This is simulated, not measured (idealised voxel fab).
The following process module bears the name voxel double patterning.
This is section cut - it's 200 nm across, gridded in 5 nm square cells.
Cross-section layout: square cells on a grid; listed as bands, top to bottom; a band spans one or more cell rows.
Band entry format. Leading values: height of top, height of bottom, nm. Remainder: materials in left-to-right order, each with its width in nm. Special words: "throughout" on a single material, which then fills the band edge to edge; "empty", empty space.
Height reference: 0 = level under which incoming wafer is all one material. Lowest band: no bottom, runs on downward, e.g. "0..down".
You'd read "30->40" like this: the band's top row of cells is as wide as the first number, its bottom row is as wide as the second, and going down, every row changes width by the same amount as the row before did.
The designation "identical to before", where it is given for a processing step, indicates that no cell of the cross-section was altered in the course of that step.
"Unvented voids" lists enclosed empty spaces (at least 8 cells, no open path upward to the top), each as width x height at distance from the left edge, in nm.
On a step's line, text after the settings is the simulator commenting on that step.
"overlay nm" denotes, for a step that has a mask, the displacement of the mask to the right of its planned place, with negative values corresponding to the left.

Planned step list for the process
1: RECEIVE [material Si]
2: CONFORMAL_DEP [material SiO2] [thk nm 10]
3: DIRECTIONAL_DEP [material W] [thk nm 20]
4: DIRECTIONAL_DEP [material SiN] [thk nm 5]
5: PATTERN [tone open] [mask id FIRST] [material resist] [width nm 15] [pitch nm 50] [thk nm 20] [overlay nm 0]
6: DIRECTIONAL_ETCH [etch materials SiN] [depth nm 5]
7: STRIP [etch materials resist]
8: PATTERN [tone open] [mask id SECOND] [material resist] [width nm 15] [pitch nm 50] [thk nm 15] [overlay nm 0]
9: DIRECTIONAL_ETCH [etch materials SiN] [depth nm 5]
10: STRIP [etch materials resist]
11: DIRECTIONAL_ETCH [etch materials W] [depth nm 20]
12: STRIP [etch materials SiN]
Wafer-to-wafer difference: width nm, step 8. Common start. Plan = first wafer's value.

First wafer of several, as received: cross-section after step 1
0..down  Si throughout
Unvented voids: none

Here's the first of several wafers in cross-section, end of the module, after the last step, step 12
30..10  W (40)  empty (15)  W (10)  empty (15)  W (10)  empty (15)  W (10)  empty (15)  W (10)  empty (15)  W (45)
10..0  SiO2 throughout
0..down  Si throughout
Unvented voids: none

Here we cross-sectioned the last of the wafers once the module was done
30..10  W (40)  empty (15)  W (5)  empty (45)  W (5)  empty (45)  W (45)
10..0  SiO2 throughout
0..down  Si throughout
Unvented voids: none

Gained (+) or lost (-) cells of each material since receipt, then closed voids: one row per wafer, at the end of the module
width nm 15 | +80 SiO2 | +100 W | Unvented voids: none
width nm 20 | +80 SiO2 | +92 W | Unvented voids: none
width nm 25 | +80 SiO2 | +84 W | Unvented voids: none
width nm 30 | +80 SiO2 | +76 W | Unvented voids: none
